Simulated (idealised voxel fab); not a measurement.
This is a process module. Its name is voxel gate over fins.
This is section cut - it's 255 nm across, gridded in 5 nm square cells.
Heads up, the way a cross-section reads in here is a grid of square cells, handed over as bands from the top down, with every band being one or more rows of cells. The entry gives the band's vertical extent as a top height and a bottom height in nm, then its horizontal make-up as materials from left to right, each with a width in nm. "blank" stands for empty space; a single material marked "edge to edge" fills the band edge to edge. Ref level 0: as-received wafer is one material below here. Bottom band extends down with no lower bound ("0..down"). It should be noted that a width expressed as "30->40" varies in equal increments from row to row of cells within the band, taking the value of the first number at the top row and that of the second number at the bottom row. "nothing changed" -> step changed no cross-section cell. "Enclosed void entries": sealed empty spaces, 8 cells or more, no open way to top, listed width x height at distance, with distance from the left edge and width, height and distance in nm. Text after the settings on a step's line: the simulator's own remark on that step. What "overlay nm" on a step's line means: if the step has a mask, that mask lay this far to the right of its planned place, or, when the value is negative, to the left.
THIS SECTION LISTS THE PROCESS STEPS THAT WERE PLANNED
1) RECEIVE | material Si
2) CONFORMAL_DEP | material SiN | thk nm 10
3) DIRECTIONAL_DEP | material aC | thk nm 10
4) PATTERN | tone cover | mask id FINS | material resist | width nm 15 | pitch nm 45 | thk nm 25 | overlay nm 0
5) DIRECTIONAL_ETCH | etch materials aC | depth nm 10
6) STRIP | etch materials resist
7) DIRECTIONAL_ETCH | etch materials SiN | depth nm 10
8) DIRECTIONAL_ETCH | etch materials Si | depth nm 40
9) STRIP | etch materials aC
10) FILL_DEP | material SiO2 | thk nm 5
11) CMP | height nm 10
12) SELECTIVE_ETCH | etch materials SiO2 | depth nm 25
13) STRIP | etch materials SiN
14) CONFORMAL_DEP | material HfO2 | thk nm 5
15) CONFORMAL_DEP | material TiN | thk nm 5
16) FILL_DEP | material W | thk nm 15
17) CMP | height nm 20
18) CONFORMAL_DEP | material SiN | thk nm 5
THIS IS THE CROSS-SECTION OF THE WAFER AS WE RECEIVED IT, I.E. AFTER STEP 1
    0..down = Si edge to edge
    Enclosed void entries: none
CROSS-SECTION: FIRST OF TWO WAFERS, MODULE FINISHED, RUN ACCORDING TO PLAN
    25..20 = SiN edge to edge
    20..10 = W edge to edge
    10..5 = 65 nm W  35 nm TiN  10 nm W  35 nm TiN  10 nm W  35 nm TiN  65 nm W
    5..0 = 65 nm W  5 nm TiN  25 nm HfO2  5 nm TiN  10 nm W  5 nm TiN  25 nm HfO2  5 nm TiN  10 nm W  5 nm TiN  25 nm HfO2  5 nm TiN  65 nm W
    0..-5 = 65 nm W  5 nm TiN  5 nm HfO2  15 nm Si  5 nm HfO2  5 nm TiN  10 nm W  5 nm TiN  5 nm HfO2  15 nm Si  5 nm HfO2  5 nm TiN  10 nm W  5 nm TiN  5 nm HfO2  15 nm Si  5 nm HfO2  5 nm TiN  65 nm W
    -5..-10 = 70 nm TiN  5 nm HfO2  15 nm Si  5 nm HfO2  20 nm TiN  5 nm HfO2  15 nm Si  5 nm HfO2  20 nm TiN  5 nm HfO2  15 nm Si  5 nm HfO2  70 nm TiN
    -10..-15 = 75 nm HfO2  15 nm Si  30 nm HfO2  15 nm Si  30 nm HfO2  15 nm Si  75 nm HfO2
    -15..-40 = 75 nm SiO2  15 nm Si  30 nm SiO2  15 nm Si  30 nm SiO2  15 nm Si  75 nm SiO2
    -40..down = Si edge to edge
    Enclosed void entries: none
END-OF-MODULE CROSS-SECTION OF THE SECOND WAFER: IDENTICAL STARTING POINT AND PROCESS PLAN TO THE FIRST, WITH ONE PROCESSING MISTAKE
    25..20 = SiN edge to edge
    20..10 = W edge to edge
    10..5 = 75 nm W  35 nm TiN  10 nm W  35 nm TiN  10 nm W  35 nm TiN  55 nm W
    5..0 = 75 nm W  5 nm TiN  25 nm HfO2  5 nm TiN  10 nm W  5 nm TiN  25 nm HfO2  5 nm TiN  10 nm W  5 nm TiN  25 nm HfO2  5 nm TiN  55 nm W
    0..-5 = 75 nm W  5 nm TiN  5 nm HfO2  15 nm Si  5 nm HfO2  5 nm TiN  10 nm W  5 nm TiN  5 nm HfO2  15 nm Si  5 nm HfO2  5 nm TiN  10 nm W  5 nm TiN  5 nm HfO2  15 nm Si  5 nm HfO2  5 nm TiN  55 nm W
    -5..-10 = 80 nm TiN  5 nm HfO2  15 nm Si  5 nm HfO2  20 nm TiN  5 nm HfO2  15 nm Si  5 nm HfO2  20 nm TiN  5 nm HfO2  15 nm Si  5 nm HfO2  60 nm TiN
    -10..-15 = 85 nm HfO2  15 nm Si  30 nm HfO2  15 nm Si  30 nm HfO2  15 nm Si  65 nm HfO2
    -15..-40 = 85 nm SiO2  15 nm Si  30 nm SiO2  15 nm Si  30 nm SiO2  15 nm Si  65 nm SiO2
    -40..down = Si edge to edge
    Enclosed void entries: none
Deviation noted in wafer processing: step 4 did not use the planned setting and instead ran as PATTERN | tone cover | mask id FINS | material resist | width nm 15 | pitch nm 45 | thk nm 25 | overlay nm 10
at the end the second wafer has, in cells: as many of each material as the first, in other places
